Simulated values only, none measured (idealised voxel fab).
process module | voxel transistor to metal
cross-section cut | 280 nm wide | cells 5 nm
A cross-section is a grid of square cells, given in bands from the top down. A band is one or more rows of cells.
Each band's line starts with the height of the band's top and of its bottom, in nm. Then come its materials from left to right, each with its width in nm. One material with "throughout" fills the band from edge to edge. "air" is empty space.
Height 0 is the level under which the wafer as received is all one material. The lowest band goes on downwards, as in "0 down".
A width such as "30 to 40" changes by the same amount from each row of cells to the next, from the band's top row to its bottom row.
"no change" after a step means that no cell of the cross-section changed.
closed voids: empty space of 8 cells or more with no open way to the top, each as width x height at its distance from the left edge, in nm
after a step's settings: what the simulator itself notes on the step
overlay nm, on a step with a mask: how far to the right of its planned place the mask lay; to the left if negative
plan
1 op RECEIVE | material Si
2 op OXIDIZE | depth nm 5
3 op CONFORMAL_DEP | material SiN | thk nm 15
4 op DIRECTIONAL_DEP | material aC | thk nm 10
5 op PATTERN | tone cover | mask id ACTIVE | material resist | width nm 100 | pitch nm 125 | thk nm 30 | overlay nm 0
6 op DIRECTIONAL_ETCH | etch materials aC | depth nm 10
7 op STRIP | etch materials resist
8 op DIRECTIONAL_ETCH | etch materials SiN | depth nm 15
9 op DIRECTIONAL_ETCH | etch materials SiO2 | depth nm 5
10 op DIRECTIONAL_ETCH | etch materials Si | depth nm 35
11 op STRIP | etch materials aC
12 op OXIDIZE | depth nm 5
13 op FILL_DEP | material SiO2 | thk nm 5
14 op CMP | height nm 15
15 op SELECTIVE_ETCH | etch materials SiO2 | depth nm 15
16 op STRIP | etch materials SiN
17 op SELECTIVE_ETCH | etch materials SiO2 | depth nm 5
18 op OXIDIZE | depth nm 5
19 op DIRECTIONAL_DEP | material polySi | thk nm 20
20 op DIRECTIONAL_DEP | material SiCN | thk nm 15
21 op DIRECTIONAL_DEP | material aC | thk nm 10
22 op PATTERN | tone cover | mask id GATE | material resist | width nm 20 | pitch nm 125 | thk nm 30 | overlay nm 0
23 op DIRECTIONAL_ETCH | etch materials aC | depth nm 10
24 op STRIP | etch materials resist
25 op DIRECTIONAL_ETCH | etch materials SiCN | depth nm 25
26 op DIRECTIONAL_ETCH | etch materials polySi | depth nm 30
27 op STRIP | etch materials aC
28 op CONFORMAL_DEP | material SiO2 | thk nm 5
29 op DIRECTIONAL_ETCH | etch materials SiO2 | depth nm 5
30 op CONFORMAL_DEP | material SiN | thk nm 10
31 op DIRECTIONAL_ETCH | etch materials SiN | depth nm 10
32 op DIRECTIONAL_ETCH | etch materials SiO2 | depth nm 5
33 op DIRECTIONAL_ETCH | etch materials Si | depth nm 5
34 op EPI | material SiGe | thk nm 10
35 op FILL_DEP | material SiO2 | thk nm 10
36 op CMP | height nm 30
37 op DIRECTIONAL_DEP | material SiO2 | thk nm 15
38 op DIRECTIONAL_DEP | material aC | thk nm 15
39 op PATTERN | tone open | mask id CONTACT | material resist | width nm 25 | thk nm 35 | overlay nm 0
40 op DIRECTIONAL_ETCH | etch materials aC | depth nm 15
41 op STRIP | etch materials resist
42 op DIRECTIONAL_ETCH | etch materials SiO2 | depth nm 50
43 op STRIP | etch materials aC
44 op CONFORMAL_DEP | material TiN | thk nm 5
45 op FILL_DEP | material Ru | thk nm 10
46 op CMP | height nm 45
47 op DIRECTIONAL_DEP | material TiN | thk nm 5
48 op DIRECTIONAL_DEP | material Ru | thk nm 15
49 op DIRECTIONAL_DEP | material aC | thk nm 10
50 op PATTERN | tone cover | mask id METAL_1 | material resist | width nm 15 | thk nm 25 | overlay nm 0
51 op DIRECTIONAL_ETCH | etch materials aC | depth nm 10
52 op STRIP | etch materials resist
53 op DIRECTIONAL_ETCH | etch materials Ru | depth nm 15
54 op DIRECTIONAL_ETCH | etch materials TiN | depth nm 5
55 op STRIP | etch materials aC
56 op CONFORMAL_DEP | material SiCN | thk nm 5
57 op FILL_DEP | material lowk | thk nm 10
58 op CMP | height nm 65
59 op CONFORMAL_DEP | material SiN | thk nm 5
as received, after step 1
  0 down: Si throughout
  closed voids: none
a wafer at the end: this start, this plan, one mistake
  70 to 65: SiN throughout
  65 to 55: lowk 30 | SiCN 5 | Ru 15 | SiCN 5 | lowk 40 | SiCN 5 | Ru 15 | SiCN 5 | lowk 35 | SiCN 5 | Ru 15 | SiCN 5 | lowk 40 | SiCN 5 | Ru 15 | SiCN 5 | lowk 35
  55 to 50: SiCN 35 | Ru 15 | SiCN 50 | Ru 15 | SiCN 45 | Ru 15 | SiCN 50 | Ru 15 | SiCN 40
  50 to 45: SiCN throughout
  45 to 35: SiO2 35 | TiN 5 | Ru 15 | TiN 5 | SiO2 30 | TiN 5 | Ru 15 | TiN 5 | SiO2 45 | TiN 5 | Ru 15 | TiN 5 | SiO2 30 | TiN 5 | Ru 15 | TiN 5 | SiO2 40
  35 to 30: SiO2 35 | TiN 5 | Ru 5 | TiN 15 | SiO2 30 | TiN 15 | Ru 5 | TiN 5 | SiO2 45 | TiN 5 | Ru 5 | TiN 15 | SiO2 30 | TiN 15 | Ru 5 | TiN 5 | SiO2 40
  30 to 15: SiO2 35 | TiN 5 | Ru 5 | TiN 5 | SiN 10 | SiO2 5 | SiCN 20 | SiO2 5 | SiN 10 | TiN 5 | Ru 5 | TiN 5 | SiO2 45 | TiN 5 | Ru 5 | TiN 5 | SiN 10 | SiO2 5 | SiCN 20 | SiO2 5 | SiN 10 | TiN 5 | Ru 5 | TiN 5 | SiO2 40
  15 to 5: SiO2 35 | TiN 5 | Ru 5 | TiN 5 | SiN 10 | SiO2 5 | polySi 20 | SiO2 5 | SiN 10 | TiN 5 | Ru 5 | TiN 5 | SiO2 45 | TiN 5 | Ru 5 | TiN 5 | SiN 10 | SiO2 5 | polySi 20 | SiO2 5 | SiN 10 | TiN 5 | Ru 5 | TiN 5 | SiO2 40
  5 to 0: SiO2 35 | TiN 15 | SiN 10 | SiO2 5 | polySi 20 | SiO2 5 | SiN 10 | TiN 15 | SiO2 45 | TiN 15 | SiN 10 | SiO2 5 | polySi 20 | SiO2 5 | SiN 10 | TiN 15 | SiO2 40
  0 to -5: SiO2 35 | TiN 5 | SiGe 10 | SiN 10 | SiO2 5 | polySi 20 | SiO2 5 | SiN 10 | SiGe 10 | TiN 5 | SiO2 45 | TiN 5 | SiGe 10 | SiN 10 | SiO2 5 | polySi 20 | SiO2 5 | SiN 10 | SiGe 10 | TiN 5 | SiO2 40
  -5 to -10: SiO2 25 | SiGe 25 | SiO2 50 | SiGe 25 | SiO2 25 | SiGe 25 | SiO2 50 | SiGe 25 | SiO2 30
  -10 to -15: SiO2 30 | SiGe 20 | Si 50 | SiGe 20 | SiO2 35 | SiGe 20 | Si 50 | SiGe 20 | SiO2 35
  -15 to -45: SiO2 30 | Si 90 | SiO2 35 | Si 90 | SiO2 35
  -45 down: Si throughout
  closed voids: none
what went wrong: step 47 ran as: op DIRECTIONAL_DEP | material SiCN | thk nm 5
